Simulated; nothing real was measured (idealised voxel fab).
process module | voxel gate over fins
cross-section cut | 250 nm wide | cells 5 nm
A cross-section is a grid of square cells, given in bands from the top down. A band is one or more rows of cells.
Each band's line starts with the height of the band's top and of its bottom, in nm. Then come its materials from left to right, each with its width in nm. One material with "throughout" fills the band from edge to edge. "air" is empty space.
Height 0 is the level under which the wafer as received is all one material. The lowest band goes on downwards, as in "0 down".
A width such as "30 to 40" changes by the same amount from each row of cells to the next, from the band's top row to its bottom row.
"no change" after a step means that no cell of the cross-section changed.
closed voids: empty space of 8 cells or more with no open way to the top, each as width x height at its distance from the left edge, in nm
after a step's settings: what the simulator itself notes on the step
overlay nm, on a step with a mask: how far to the right of its planned place the mask lay; to the left if negative
plan
1 op RECEIVE | material Si
2 op CONFORMAL_DEP | material SiN | thk nm 5
3 op DIRECTIONAL_DEP | material aC | thk nm 15
4 op PATTERN | tone cover | mask id FINS | material resist | width nm 15 | pitch nm 50 | thk nm 30 | overlay nm 0
5 op DIRECTIONAL_ETCH | etch materials aC | depth nm 15
6 op STRIP | etch materials resist
7 op DIRECTIONAL_ETCH | etch materials SiN | depth nm 5
8 op DIRECTIONAL_ETCH | etch materials Si | depth nm 40
9 op STRIP | etch materials aC
10 op FILL_DEP | material SiO2 | thk nm 15
11 op CMP | height nm 5
12 op DIRECTIONAL_DEP | material aC | thk nm 10
13 op PATTERN | tone open | mask id RAIL | material resist | width nm 15 | thk nm 25 | overlay nm 0
14 op DIRECTIONAL_ETCH | etch materials aC | depth nm 10
15 op STRIP | etch materials resist
16 op DIRECTIONAL_ETCH | etch materials SiO2 | depth nm 40
17 op STRIP | etch materials aC
18 op CONFORMAL_DEP | material TiN | thk nm 5
19 op FILL_DEP | material Ru | thk nm 5
20 op CMP | height nm 5
21 op SELECTIVE_ETCH | etch materials W Ru TiN | depth nm 20
22 op FILL_DEP | material SiO2 | thk nm 5
23 op CMP | height nm 5
24 op SELECTIVE_ETCH | etch materials SiO2 | depth nm 15
25 op STRIP | etch materials SiN
26 op CONFORMAL_DEP | material HfO2 | thk nm 5
27 op CONFORMAL_DEP | material TiN | thk nm 5
28 op FILL_DEP | material W | thk nm 15
29 op CMP | height nm 20
30 op CONFORMAL_DEP | material SiN | thk nm 5
as received, after step 1
  0 down: Si throughout
  closed voids: none
first wafer at the end, as planned
  25 to 20: SiN throughout
  20 to 10: W throughout
  10 to 5: W 55 | TiN 35 | W 15 | TiN 35 | W 15 | TiN 35 | W 60
  5 to 0: W 55 | TiN 5 | HfO2 25 | TiN 5 | W 15 | TiN 5 | HfO2 25 | TiN 5 | W 15 | TiN 5 | HfO2 25 | TiN 5 | W 60
  0 to -5: TiN 60 | HfO2 5 | Si 15 | HfO2 5 | TiN 25 | HfO2 5 | Si 15 | HfO2 5 | TiN 25 | HfO2 5 | Si 15 | HfO2 5 | TiN 65
  -5 to -10: HfO2 65 | Si 15 | HfO2 35 | Si 15 | HfO2 35 | Si 15 | HfO2 70
  -10 to -15: SiO2 65 | Si 15 | SiO2 35 | Si 15 | SiO2 35 | Si 15 | SiO2 70
  -15 to -30: SiO2 65 | Si 15 | SiO2 10 | TiN 5 | Ru 5 | TiN 5 | SiO2 10 | Si 15 | SiO2 35 | Si 15 | SiO2 70
  -30 to -35: SiO2 65 | Si 15 | SiO2 10 | TiN 15 | SiO2 10 | Si 15 | SiO2 35 | Si 15 | SiO2 70
  -35 to -40: SiO2 65 | Si 15 | SiO2 35 | Si 15 | SiO2 35 | Si 15 | SiO2 70
  -40 down: Si throughout
  closed voids: none
second wafer at the end: like start, like plan, one mistake
  25 to 20: SiN throughout
  20 to 10: W throughout
  10 to 5: TiN throughout
  5 to 0: HfO2 throughout
  0 to -15: SiO2 65 | Si 15 | SiO2 35 | Si 15 | SiO2 35 | Si 15 | SiO2 70
  -15 to -30: SiO2 65 | Si 15 | SiO2 10 | TiN 5 | Ru 5 | TiN 5 | SiO2 10 | Si 15 | SiO2 35 | Si 15 | SiO2 70
  -30 to -35: SiO2 65 | Si 15 | SiO2 10 | TiN 15 | SiO2 10 | Si 15 | SiO2 35 | Si 15 | SiO2 70
  -35 to -40: SiO2 65 | Si 15 | SiO2 35 | Si 15 | SiO2 35 | Si 15 | SiO2 70
  -40 down: Si throughout
  closed voids: none
what went wrong: step 24 ran as: op SELECTIVE_ETCH | etch materials SiO2 | depth nm 5
at the end the second wafer has, in cells: 12 fewer of HfO2 | 82 more of SiO2 | 12 fewer of TiN | 58 fewer of W
